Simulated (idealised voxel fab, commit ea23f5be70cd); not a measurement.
Herein follows the process module entitled voxel self aligned vias.
We display cut, a cross-section 275 nm in width whose square cells are each 5 nm.
Notation: cross-section as square-cell grid; stated in bands, top first, going down; one or more cell rows per band. What a band's entry tells you: where the top is and where the bottom is, as heights in nm, and after that what lies inside, material by material from left to right, each with its width in nm. Empty space is written as the word "air", and a single material marked with the word "everywhere" occupies the band from edge to edge. The level at which height equals 0 is the one under which the wafer, as it arrives, is entirely one material. No lower edge exists for the bottom band, which continues downward and is notated as in "0 nm and below". The two numbers in a width such as "30->40" mark its ends across the band: the first belongs to the top row of cells, the second to the bottom row, and from each row to the next the width moves by the same amount. When a step is marked "nothing was modified", none of the cells in the cross-section changed during that step. Any empty space of 8 cells or more lacking an open way to the top shows up in "Cavities, sealed" as width x height at distance, distance from the left edge, in nm. If you see something after the settings on a step's line, that's the simulator's own remark about that step. For masked steps, "overlay nm" on the step line gives how far right of plan the mask actually lay; a minus sign means it lay to the left.
-- Set out below are the planned steps of the process
1 RECEIVE,material Si
2 CONFORMAL_DEP,material SiO2,thk nm 15
3 CONFORMAL_DEP,material SiCN,thk nm 5
4 DIRECTIONAL_DEP,material lowk,thk nm 20
5 PATTERN,tone open,mask id LINES,material resist,width nm 25,pitch nm 60,thk nm 15,overlay nm 0
6 DIRECTIONAL_ETCH,etch materials lowk,depth nm 20
7 STRIP,etch materials resist
8 CONFORMAL_DEP,material TiN,thk nm 5
9 FILL_DEP,material Ru,thk nm 5
10 CMP,height nm 40
11 SELECTIVE_ETCH,etch materials W Ru TiN,depth nm 10
12 FILL_DEP,material SiN,thk nm 5
13 CMP,height nm 40
14 DIRECTIONAL_DEP,material lowk,thk nm 15
15 PATTERN,tone open,mask id VIAS,material resist,width nm 35,pitch nm 60,thk nm 15,overlay nm 0
16 DIRECTIONAL_ETCH,etch materials lowk,depth nm 15
17 DIRECTIONAL_ETCH,etch materials SiN,depth nm 10
18 STRIP,etch materials resist
19 CONFORMAL_DEP,material TiN,thk nm 5
20 FILL_DEP,material Cu,thk nm 10
21 CMP,height nm 55
22 CONFORMAL_DEP,material SiCN,thk nm 5
-- First wafer out of two, processed as planned
-- Wafer cross-section on receipt, i.e. after step 1
> 0 nm and below: Si everywhere
> Cavities, sealed: none
-- Wafer after step 2 (cross-section)
> 15 nm to 0 nm: SiO2 everywhere
> Below a height of 0, the structure has not been altered.
-- Wafer after step 3 (cross-section)
> 20 nm to 15 nm: SiCN everywhere
> Below a height of 15, the structure has not been altered.
-- Wafer after step 4 (cross-section)
> 40 nm to 20 nm: lowk everywhere
> Below a height of 20, the structure has not been altered.
-- Wafer after step 5 (cross-section)
> 55 nm to 40 nm: 95 nm resist / 25 nm air / 35 nm resist / 25 nm air / 95 nm resist
> Below a height of 40, the structure has not been altered.
-- Wafer after step 6 (cross-section)
> 55 nm to 40 nm: 95 nm resist / 25 nm air / 35 nm resist / 25 nm air / 95 nm resist
> 40 nm to 20 nm: 95 nm lowk / 25 nm air / 35 nm lowk / 25 nm air / 95 nm lowk
> Below a height of 20, the structure has not been altered.
-- Wafer after step 7 (cross-section)
> 40 nm to 20 nm: 95 nm lowk / 25 nm air / 35 nm lowk / 25 nm air / 95 nm lowk
> Below a height of 20, the structure has not been altered.
-- Wafer after step 8 (cross-section)
> 45 nm to 40 nm: 100 nm TiN / 15 nm air / 45 nm TiN / 15 nm air / 100 nm TiN
> 40 nm to 25 nm: 95 nm lowk / 5 nm TiN / 15 nm air / 5 nm TiN / 35 nm lowk / 5 nm TiN / 15 nm air / 5 nm TiN / 95 nm lowk
> 25 nm to 20 nm: 95 nm lowk / 25 nm TiN / 35 nm lowk / 25 nm TiN / 95 nm lowk
> Below a height of 20, the structure has not been altered.
-- Wafer after step 9 (cross-section)
> 50 nm to 45 nm: Ru everywhere
> 45 nm to 40 nm: 100 nm TiN / 15 nm Ru / 45 nm TiN / 15 nm Ru / 100 nm TiN
> 40 nm to 25 nm: 95 nm lowk / 5 nm TiN / 15 nm Ru / 5 nm TiN / 35 nm lowk / 5 nm TiN / 15 nm Ru / 5 nm TiN / 95 nm lowk
> Below a height of 25, the structure has not been altered.
-- Wafer after step 10 (cross-section)
> 40 nm to 25 nm: 95 nm lowk / 5 nm TiN / 15 nm Ru / 5 nm TiN / 35 nm lowk / 5 nm TiN / 15 nm Ru / 5 nm TiN / 95 nm lowk
> Below a height of 25, the structure has not been altered.
-- Wafer after step 11 (cross-section)
> 40 nm to 30 nm: 95 nm lowk / 25 nm air / 35 nm lowk / 25 nm air / 95 nm lowk
> Below a height of 30, the structure has not been altered.
-- Wafer after step 12 (cross-section)
> 45 nm to 40 nm: SiN everywhere
> 40 nm to 30 nm: 95 nm lowk / 25 nm SiN / 35 nm lowk / 25 nm SiN / 95 nm lowk
> Below a height of 30, the structure has not been altered.
-- Wafer after step 13 (cross-section)
> 40 nm to 30 nm: 95 nm lowk / 25 nm SiN / 35 nm lowk / 25 nm SiN / 95 nm lowk
> Below a height of 30, the structure has not been altered.
-- Wafer after step 14 (cross-section)
> 55 nm to 40 nm: lowk everywhere
> Below a height of 40, the structure has not been altered.
-- Wafer after step 15 (cross-section)
> 70 nm to 55 nm: 90 nm resist / 35 nm air / 25 nm resist / 35 nm air / 90 nm resist
> Below a height of 55, the structure has not been altered.
-- Wafer after step 16 (cross-section)
> 70 nm to 55 nm: 90 nm resist / 35 nm air / 25 nm resist / 35 nm air / 90 nm resist
> 55 nm to 40 nm: 90 nm lowk / 35 nm air / 25 nm lowk / 35 nm air / 90 nm lowk
> Below a height of 40, the structure has not been altered.
-- Wafer after step 17 (cross-section)
> 70 nm to 55 nm: 90 nm resist / 35 nm air / 25 nm resist / 35 nm air / 90 nm resist
> 55 nm to 40 nm: 90 nm lowk / 35 nm air / 25 nm lowk / 35 nm air / 90 nm lowk
> 40 nm to 30 nm: 95 nm lowk / 25 nm air / 35 nm lowk / 25 nm air / 95 nm lowk
> Below a height of 30, the structure has not been altered.
-- Wafer after step 18 (cross-section)
> 55 nm to 40 nm: 90 nm lowk / 35 nm air / 25 nm lowk / 35 nm air / 90 nm lowk
> Below a height of 40, the structure has not been altered.
-- Wafer after step 19 (cross-section)
> 60 nm to 55 nm: 95 nm TiN / 25 nm air / 35 nm TiN / 25 nm air / 95 nm TiN
> 55 nm to 45 nm: 90 nm lowk / 5 nm TiN / 25 nm air / 5 nm TiN / 25 nm lowk / 5 nm TiN / 25 nm air / 5 nm TiN / 90 nm lowk
> 45 nm to 35 nm: 90->95 nm lowk / 10->5 nm TiN / 15 nm air / 10->5 nm TiN / 25->35 nm lowk / 10->5 nm TiN / 15 nm air / 10->5 nm TiN / 90->95 nm lowk
> 35 nm to 30 nm: 95 nm lowk / 25 nm TiN / 35 nm lowk / 25 nm TiN / 95 nm lowk
> Below a height of 30, the structure has not been altered.
-- Wafer after step 20 (cross-section)
> 70 nm to 60 nm: Cu everywhere
> 60 nm to 55 nm: 95 nm TiN / 25 nm Cu / 35 nm TiN / 25 nm Cu / 95 nm TiN
> 55 nm to 45 nm: 90 nm lowk / 5 nm TiN / 25 nm Cu / 5 nm TiN / 25 nm lowk / 5 nm TiN / 25 nm Cu / 5 nm TiN / 90 nm lowk
> 45 nm to 35 nm: 90->95 nm lowk / 10->5 nm TiN / 15 nm Cu / 10->5 nm TiN / 25->35 nm lowk / 10->5 nm TiN / 15 nm Cu / 10->5 nm TiN / 90->95 nm lowk
> Below a height of 35, the structure has not been altered.
-- Wafer after step 21 (cross-section)
> 55 nm to 45 nm: 90 nm lowk / 5 nm TiN / 25 nm Cu / 5 nm TiN / 25 nm lowk / 5 nm TiN / 25 nm Cu / 5 nm TiN / 90 nm lowk
> Below a height of 45, the structure has not been altered.
-- Wafer after step 22 (cross-section)
> 60 nm to 55 nm: SiCN everywhere
> Below a height of 55, the structure has not been altered.
-- Companion wafer, the second of two: same beginning, same intended sequence, one mistake in carrying it out; through step 2 inclusive it tracks the first exactly
-- Cross-section of the second wafer at the time step 3 of the plan should have ended
> 35 nm to 15 nm: lowk everywhere
> Below a height of 15, the structure has not been altered.
-- Cross-section of the second wafer at the time step 4 of the plan should have ended
> 40 nm to 35 nm: SiCN everywhere
> Below a height of 35, the structure has not been altered.
-- Cross-section of the second wafer at the time step 5 of the plan should have ended
> 55 nm to 40 nm: 95 nm resist / 25 nm air / 35 nm resist / 25 nm air / 95 nm resist
> Below a height of 40, the structure has not been altered.
Cross-section of the second wafer at the time step 6 of the plan should have ended: nothing was modified
-- Cross-section of the second wafer at the time step 7 of the plan should have ended
> 40 nm to 35 nm: SiCN everywhere
> Below a height of 35, the structure has not been altered.
-- Cross-section of the second wafer at the time step 8 of the plan should have ended
> 45 nm to 40 nm: TiN everywhere
> Below a height of 40, the structure has not been altered.
-- Cross-section of the second wafer at the time step 9 of the plan should have ended
> 50 nm to 45 nm: Ru everywhere
> Below a height of 45, the structure has not been altered.
-- Cross-section of the second wafer at the time step 10 of the plan should have ended
> 40 nm to 35 nm: SiCN everywhere
> Below a height of 35, the structure has not been altered.
Cross-section of the second wafer at the time step 11 of the plan should have ended: nothing was modified
-- Cross-section of the second wafer at the time step 12 of the plan should have ended
> 45 nm to 40 nm: SiN everywhere
> Below a height of 40, the structure has not been altered.
-- Cross-section of the second wafer at the time step 13 of the plan should have ended
> 40 nm to 35 nm: SiCN everywhere
> Below a height of 35, the structure has not been altered.
-- Cross-section of the second wafer at the time step 14 of the plan should have ended
> 55 nm to 40 nm: lowk everywhere
> Below a height of 40, the structure has not been altered.
-- Cross-section of the second wafer at the time step 15 of the plan should have ended
> 70 nm to 55 nm: 90 nm resist / 35 nm air / 25 nm resist / 35 nm air / 90 nm resist
> Below a height of 55, the structure has not been altered.
-- Cross-section of the second wafer at the time step 16 of the plan should have ended
> 70 nm to 55 nm: 90 nm resist / 35 nm air / 25 nm resist / 35 nm air / 90 nm resist
> 55 nm to 40 nm: 90 nm lowk / 35 nm air / 25 nm lowk / 35 nm air / 90 nm lowk
> Below a height of 40, the structure has not been altered.
Cross-section of the second wafer at the time step 17 of the plan should have ended: nothing was modified
-- Cross-section of the second wafer at the time step 18 of the plan should have ended
> 55 nm to 40 nm: 90 nm lowk / 35 nm air / 25 nm lowk / 35 nm air / 90 nm lowk
> Below a height of 40, the structure has not been altered.
-- Cross-section of the second wafer at the time step 19 of the plan should have ended
> 60 nm to 55 nm: 95 nm TiN / 25 nm air / 35 nm TiN / 25 nm air / 95 nm TiN
> 55 nm to 45 nm: 90 nm lowk / 5 nm TiN / 25 nm air / 5 nm TiN / 25 nm lowk / 5 nm TiN / 25 nm air / 5 nm TiN / 90 nm lowk
> 45 nm to 40 nm: 90 nm lowk / 35 nm TiN / 25 nm lowk / 35 nm TiN / 90 nm lowk
> Below a height of 40, the structure has not been altered.
-- Cross-section of the second wafer at the time step 20 of the plan should have ended
> 70 nm to 60 nm: Cu everywhere
> 60 nm to 55 nm: 95 nm TiN / 25 nm Cu / 35 nm TiN / 25 nm Cu / 95 nm TiN
> 55 nm to 45 nm: 90 nm lowk / 5 nm TiN / 25 nm Cu / 5 nm TiN / 25 nm lowk / 5 nm TiN / 25 nm Cu / 5 nm TiN / 90 nm lowk
> Below a height of 45, the structure has not been altered.
-- Cross-section of the second wafer at the time step 21 of the plan should have ended
> 55 nm to 45 nm: 90 nm lowk / 5 nm TiN / 25 nm Cu / 5 nm TiN / 25 nm lowk / 5 nm TiN / 25 nm Cu / 5 nm TiN / 90 nm lowk
> Below a height of 45, the structure has not been altered.
-- Cross-section of the second wafer at the time step 22 of the plan should have ended
> 60 nm to 55 nm: SiCN everywhere
> Below a height of 55, the structure has not been altered.
What was done differently from what was planned? plan vs actual: 3 and 4 interchanged
The final cell counts differ between the wafers, with the second having more or fewer of some materials than the first: Cu -12 | Ru -6 | TiN -22 | lowk +40
